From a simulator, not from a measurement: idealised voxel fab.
This is a process module. Its name is voxel gate over fins.
Shown is cross-section cut, with a width of 215 nm and square cells of size 5 nm.
Bands, listed from the top down, are how a cross-section gets written in this document; the cross-section itself is a grid of square cells, and a band is one or more rows of them.
Basically the band line says how high the top is and how high the bottom is, in nm, and then what's in it from left to right, every material with its width in nm. Empty space shows up as "empty", and if a single material carries "edge to edge" it runs the full band edge to edge.
Where do heights start? At 0: under that level the wafer as delivered is made of one material only. And the lowest band has no floor; it just carries on downward, as in "0 down".
Width spec "30 to 40" -> top row of cells at first value, bottom row at second value, equal per-row change in between.
"stayed the same" for a step: no cell of the cross-section changed in that step.
Closed empty spaces (no open way to the top) of 8 cells or more are what "Sealed void list" lists, each as width x height at distance from the left edge, nm for all three.
after a step's settings: what the simulator itself notes on the step
Among the settings permitted on a step's line is "overlay nm"; applied to a step with a mask, it specifies the extent to which the mask lay to the right of its planned position, whereas a negative figure signifies a position to the left.

The process steps that were planned are listed below:
1) RECEIVE [material Si]
2) CONFORMAL_DEP [material SiN] [thk nm 10]
3) DIRECTIONAL_DEP [material aC] [thk nm 15]
4) PATTERN [tone cover] [mask id FINS] [material resist] [width nm 15] [pitch nm 40] [thk nm 30] [overlay nm 0]
5) DIRECTIONAL_ETCH [etch materials aC] [depth nm 15]
6) STRIP [etch materials resist]
7) DIRECTIONAL_ETCH [etch materials SiN] [depth nm 10]
8) DIRECTIONAL_ETCH [etch materials Si] [depth nm 40]
9) STRIP [etch materials aC]
10) FILL_DEP [material SiO2] [thk nm 5]
11) CMP [height nm 10]
12) SELECTIVE_ETCH [etch materials SiO2] [depth nm 25]
13) STRIP [etch materials SiN]
14) CONFORMAL_DEP [material HfO2] [thk nm 5]
15) CONFORMAL_DEP [material TiN] [thk nm 5]
16) CONFORMAL_DEP [material TiAl] [thk nm 5]
17) CONFORMAL_DEP [material TiN] [thk nm 5]
18) FILL_DEP [material W] [thk nm 15]
19) CMP [height nm 30]
20) CONFORMAL_DEP [material SiCN] [thk nm 10]

First of two wafers, processed according to plan:

This is the cross-section of the wafer as we received it, i.e. after step 1:
* 0 down  Si edge to edge
* Sealed void list: none

Cross-sectional representation of the wafer at the conclusion of step 2:
* 10 to 0  SiN edge to edge
* Rest of section, below 0: as before.

Cross-sectional representation of the wafer at the conclusion of step 3:
* 25 to 10  aC edge to edge
* Rest of section, below 10: as before.

Cross-sectional representation of the wafer at the conclusion of step 4:
* 55 to 25  60 of empty | 15 of resist | 25 of empty | 15 of resist | 25 of empty | 15 of resist | 60 of empty
* Rest of section, below 25: as before.

Cross-sectional representation of the wafer at the conclusion of step 5:
* 40 to 25  60 of empty | 15 of resist | 25 of empty | 15 of resist | 25 of empty | 15 of resist | 60 of empty
* 25 to 10  60 of empty | 15 of aC | 25 of empty | 15 of aC | 25 of empty | 15 of aC | 60 of empty
* Rest of section, below 10: as before.

Cross-sectional representation of the wafer at the conclusion of step 6:
* 25 to 10  60 of empty | 15 of aC | 25 of empty | 15 of aC | 25 of empty | 15 of aC | 60 of empty
* Rest of section, below 10: as before.

Cross-sectional representation of the wafer at the conclusion of step 7:
* 25 to 10  60 of empty | 15 of aC | 25 of empty | 15 of aC | 25 of empty | 15 of aC | 60 of empty
* 10 to 0  60 of empty | 15 of SiN | 25 of empty | 15 of SiN | 25 of empty | 15 of SiN | 60 of empty
* Rest of section, below 0: as before.

Cross-sectional representation of the wafer at the conclusion of step 8:
* 25 to 10  60 of empty | 15 of aC | 25 of empty | 15 of aC | 25 of empty | 15 of aC | 60 of empty
* 10 to 0  60 of empty | 15 of SiN | 25 of empty | 15 of SiN | 25 of empty | 15 of SiN | 60 of empty
* 0 to -40  60 of empty | 15 of Si | 25 of empty | 15 of Si | 25 of empty | 15 of Si | 60 of empty
* Rest of section, below -40: as before.

Cross-sectional representation of the wafer at the conclusion of step 9:
* 10 to 0  60 of empty | 15 of SiN | 25 of empty | 15 of SiN | 25 of empty | 15 of SiN | 60 of empty
* Rest of section, below 0: as before.

Cross-sectional representation of the wafer at the conclusion of step 10:
* 15 to 10  SiO2 edge to edge
* 10 to 0  60 of SiO2 | 15 of SiN | 25 of SiO2 | 15 of SiN | 25 of SiO2 | 15 of SiN | 60 of SiO2
* 0 to -40  60 of SiO2 | 15 of Si | 25 of SiO2 | 15 of Si | 25 of SiO2 | 15 of Si | 60 of SiO2
* Rest of section, below -40: as before.

Cross-sectional representation of the wafer at the conclusion of step 11:
* 10 to 0  60 of SiO2 | 15 of SiN | 25 of SiO2 | 15 of SiN | 25 of SiO2 | 15 of SiN | 60 of SiO2
* Rest of section, below 0: as before.

Cross-sectional representation of the wafer at the conclusion of step 12:
* 10 to 0  60 of empty | 15 of SiN | 25 of empty | 15 of SiN | 25 of empty | 15 of SiN | 60 of empty
* 0 to -15  60 of empty | 15 of Si | 25 of empty | 15 of Si | 25 of empty | 15 of Si | 60 of empty
* Rest of section, below -15: as before.

Cross-sectional representation of the wafer at the conclusion of step 13:
* 0 to -15  60 of empty | 15 of Si | 25 of empty | 15 of Si | 25 of empty | 15 of Si | 60 of empty
* Rest of section, below -15: as before.

Cross-sectional representation of the wafer at the conclusion of step 14:
* 5 to 0  55 of empty | 25 of HfO2 | 15 of empty | 25 of HfO2 | 15 of empty | 25 of HfO2 | 55 of empty
* 0 to -10  55 of empty | 5 of HfO2 | 15 of Si | 5 of HfO2 | 15 of empty | 5 of HfO2 | 15 of Si | 5 of HfO2 | 15 of empty | 5 of HfO2 | 15 of Si | 5 of HfO2 | 55 of empty
* -10 to -15  60 of HfO2 | 15 of Si | 25 of HfO2 | 15 of Si | 25 of HfO2 | 15 of Si | 60 of HfO2
* Rest of section, below -15: as before.

Cross-sectional representation of the wafer at the conclusion of step 15:
* 10 to 5  50 of empty | 35 of TiN | 5 of empty | 35 of TiN | 5 of empty | 35 of TiN | 50 of empty
* 5 to 0  50 of empty | 5 of TiN | 25 of HfO2 | 5 of TiN | 5 of empty | 5 of TiN | 25 of HfO2 | 5 of TiN | 5 of empty | 5 of TiN | 25 of HfO2 | 5 of TiN | 50 of empty
* 0 to -5  50 of empty | 5 of TiN | 5 of HfO2 | 15 of Si | 5 of HfO2 | 5 of TiN | 5 of empty | 5 of TiN | 5 of HfO2 | 15 of Si | 5 of HfO2 | 5 of TiN | 5 of empty | 5 of TiN | 5 of HfO2 | 15 of Si | 5 of HfO2 | 5 of TiN | 50 of empty
* -5 to -10  55 of TiN | 5 of HfO2 | 15 of Si | 5 of HfO2 | 15 of TiN | 5 of HfO2 | 15 of Si | 5 of HfO2 | 15 of TiN | 5 of HfO2 | 15 of Si | 5 of HfO2 | 55 of TiN
* Rest of section, below -10: as before.

Cross-sectional representation of the wafer at the conclusion of step 16:
* 15 to 10  45 of empty | 125 of TiAl | 45 of empty
* 10 to 5  45 of empty | 5 of TiAl | 35 of TiN | 5 of TiAl | 35 of TiN | 5 of TiAl | 35 of TiN | 5 of TiAl | 45 of empty
* 5 to 0  45 of empty | 5 of TiAl | 5 of TiN | 25 of HfO2 | 5 of TiN | 5 of TiAl | 5 of TiN | 25 of HfO2 | 5 of TiN | 5 of TiAl | 5 of TiN | 25 of HfO2 | 5 of TiN | 5 of TiAl | 45 of empty
* 0 to -5  50 of TiAl | 5 of TiN | 5 of HfO2 | 15 of Si | 5 of HfO2 | 5 of TiN | 5 of TiAl | 5 of TiN | 5 of HfO2 | 15 of Si | 5 of HfO2 | 5 of TiN | 5 of TiAl | 5 of TiN | 5 of HfO2 | 15 of Si | 5 of HfO2 | 5 of TiN | 50 of TiAl
* Rest of section, below -5: as before.

Cross-sectional representation of the wafer at the conclusion of step 17:
* 20 to 15  40 of empty | 135 of TiN | 40 of empty
* 15 to 10  40 of empty | 5 of TiN | 125 of TiAl | 5 of TiN | 40 of empty
* 10 to 5  40 of empty | 5 of TiN | 5 of TiAl | 35 of TiN | 5 of TiAl | 35 of TiN | 5 of TiAl | 35 of TiN | 5 of TiAl | 5 of TiN | 40 of empty
* 5 to 0  45 of TiN | 5 of TiAl | 5 of TiN | 25 of HfO2 | 5 of TiN | 5 of TiAl | 5 of TiN | 25 of HfO2 | 5 of TiN | 5 of TiAl | 5 of TiN | 25 of HfO2 | 5 of TiN | 5 of TiAl | 45 of TiN
* Rest of section, below 0: as before.

Cross-sectional representation of the wafer at the conclusion of step 18:
* 35 to 20  W edge to edge
* 20 to 15  40 of W | 135 of TiN | 40 of W
* 15 to 10  40 of W | 5 of TiN | 125 of TiAl | 5 of TiN | 40 of W
* 10 to 5  40 of W | 5 of TiN | 5 of TiAl | 35 of TiN | 5 of TiAl | 35 of TiN | 5 of TiAl | 35 of TiN | 5 of TiAl | 5 of TiN | 40 of W
* Rest of section, below 5: as before.

Cross-sectional representation of the wafer at the conclusion of step 19:
* 30 to 20  W edge to edge
* Rest of section, below 20: as before.

Cross-sectional representation of the wafer at the conclusion of step 20:
* 40 to 30  SiCN edge to edge
* Rest of section, below 30: as before.

The remaining wafer, second of the two, started like the first and was run to the same plan, except that one mistake was made along the way; the two coincide through step 3, inclusive:

When step 4 should have ended:
* 55 to 25  60 of empty | 20 of resist | 20 of empty | 20 of resist | 20 of empty | 20 of resist | 55 of empty
* Rest of section, below 25: as before.

When step 5 should have ended:
* 40 to 25  60 of empty | 20 of resist | 20 of empty | 20 of resist | 20 of empty | 20 of resist | 55 of empty
* 25 to 10  60 of empty | 20 of aC | 20 of empty | 20 of aC | 20 of empty | 20 of aC | 55 of empty
* Rest of section, below 10: as before.

When step 6 should have ended:
* 25 to 10  60 of empty | 20 of aC | 20 of empty | 20 of aC | 20 of empty | 20 of aC | 55 of empty
* Rest of section, below 10: as before.

When step 7 should have ended:
* 25 to 10  60 of empty | 20 of aC | 20 of empty | 20 of aC | 20 of empty | 20 of aC | 55 of empty
* 10 to 0  60 of empty | 20 of SiN | 20 of empty | 20 of SiN | 20 of empty | 20 of SiN | 55 of empty
* Rest of section, below 0: as before.

When step 8 should have ended:
* 25 to 10  60 of empty | 20 of aC | 20 of empty | 20 of aC | 20 of empty | 20 of aC | 55 of empty
* 10 to 0  60 of empty | 20 of SiN | 20 of empty | 20 of SiN | 20 of empty | 20 of SiN | 55 of empty
* 0 to -40  60 of empty | 20 of Si | 20 of empty | 20 of Si | 20 of empty | 20 of Si | 55 of empty
* Rest of section, below -40: as before.

When step 9 should have ended:
* 10 to 0  60 of empty | 20 of SiN | 20 of empty | 20 of SiN | 20 of empty | 20 of SiN | 55 of empty
* Rest of section, below 0: as before.

When step 10 should have ended:
* 15 to 10  SiO2 edge to edge
* 10 to 0  60 of SiO2 | 20 of SiN | 20 of SiO2 | 20 of SiN | 20 of SiO2 | 20 of SiN | 55 of SiO2
* 0 to -40  60 of SiO2 | 20 of Si | 20 of SiO2 | 20 of Si | 20 of SiO2 | 20 of Si | 55 of SiO2
* Rest of section, below -40: as before.

When step 11 should have ended:
* 10 to 0  60 of SiO2 | 20 of SiN | 20 of SiO2 | 20 of SiN | 20 of SiO2 | 20 of SiN | 55 of SiO2
* Rest of section, below 0: as before.

When step 12 should have ended:
* 10 to 0  60 of empty | 20 of SiN | 20 of empty | 20 of SiN | 20 of empty | 20 of SiN | 55 of empty
* 0 to -15  60 of empty | 20 of Si | 20 of empty | 20 of Si | 20 of empty | 20 of Si | 55 of empty
* Rest of section, below -15: as before.

When step 13 should have ended:
* 0 to -15  60 of empty | 20 of Si | 20 of empty | 20 of Si | 20 of empty | 20 of Si | 55 of empty
* Rest of section, below -15: as before.

When step 14 should have ended:
* 5 to 0  55 of empty | 30 of HfO2 | 10 of empty | 30 of HfO2 | 10 of empty | 30 of HfO2 | 50 of empty
* 0 to -10  55 of empty | 5 of HfO2 | 20 of Si | 5 of HfO2 | 10 of empty | 5 of HfO2 | 20 of Si | 5 of HfO2 | 10 of empty | 5 of HfO2 | 20 of Si | 5 of HfO2 | 50 of empty
* -10 to -15  60 of HfO2 | 20 of Si | 20 of HfO2 | 20 of Si | 20 of HfO2 | 20 of Si | 55 of HfO2
* Rest of section, below -15: as before.

When step 15 should have ended:
* 10 to 5  50 of empty | 120 of TiN | 45 of empty
* 5 to 0  50 of empty | 5 of TiN | 30 of HfO2 | 10 of TiN | 30 of HfO2 | 10 of TiN | 30 of HfO2 | 5 of TiN | 45 of empty
* 0 to -5  50 of empty | 5 of TiN | 5 of HfO2 | 20 of Si | 5 of HfO2 | 10 of TiN | 5 of HfO2 | 20 of Si | 5 of HfO2 | 10 of TiN | 5 of HfO2 | 20 of Si | 5 of HfO2 | 5 of TiN | 45 of empty
* -5 to -10  55 of TiN | 5 of HfO2 | 20 of Si | 5 of HfO2 | 10 of TiN | 5 of HfO2 | 20 of Si | 5 of HfO2 | 10 of TiN | 5 of HfO2 | 20 of Si | 5 of HfO2 | 50 of TiN
* Rest of section, below -10: as before.

When step 16 should have ended:
* 15 to 10  45 of empty | 130 of TiAl | 40 of empty
* 10 to 5  45 of empty | 5 of TiAl | 120 of TiN | 5 of TiAl | 40 of empty
* 5 to 0  45 of empty | 5 of TiAl | 5 of TiN | 30 of HfO2 | 10 of TiN | 30 of HfO2 | 10 of TiN | 30 of HfO2 | 5 of TiN | 5 of TiAl | 40 of empty
* 0 to -5  50 of TiAl | 5 of TiN | 5 of HfO2 | 20 of Si | 5 of HfO2 | 10 of TiN | 5 of HfO2 | 20 of Si | 5 of HfO2 | 10 of TiN | 5 of HfO2 | 20 of Si | 5 of HfO2 | 5 of TiN | 45 of TiAl
* Rest of section, below -5: as before.

When step 17 should have ended:
* 20 to 15  40 of empty | 140 of TiN | 35 of empty
* 15 to 10  40 of empty | 5 of TiN | 130 of TiAl | 5 of TiN | 35 of empty
* 10 to 5  40 of empty | 5 of TiN | 5 of TiAl | 120 of TiN | 5 of TiAl | 5 of TiN | 35 of empty
* 5 to 0  45 of TiN | 5 of TiAl | 5 of TiN | 30 of HfO2 | 10 of TiN | 30 of HfO2 | 10 of TiN | 30 of HfO2 | 5 of TiN | 5 of TiAl | 40 of TiN
* Rest of section, below 0: as before.

When step 18 should have ended:
* 35 to 20  W edge to edge
* 20 to 15  40 of W | 140 of TiN | 35 of W
* 15 to 10  40 of W | 5 of TiN | 130 of TiAl | 5 of TiN | 35 of W
* 10 to 5  40 of W | 5 of TiN | 5 of TiAl | 120 of TiN | 5 of TiAl | 5 of TiN | 35 of W
* Rest of section, below 5: as before.

When step 19 should have ended:
* 30 to 20  W edge to edge
* Rest of section, below 20: as before.

When step 20 should have ended:
* 40 to 30  SiCN edge to edge
* Rest of section, below 30: as before.
what went wrong: step 4 ran as: PATTERN [tone cover] [mask id FINS] [material resist] [width nm 20] [pitch nm 40] [thk nm 30] [overlay nm 0]
The second wafer ends with more or fewer cells of some materials than the first, per final count: Si +24 | SiO2 -15 | TiAl -6 | W -3
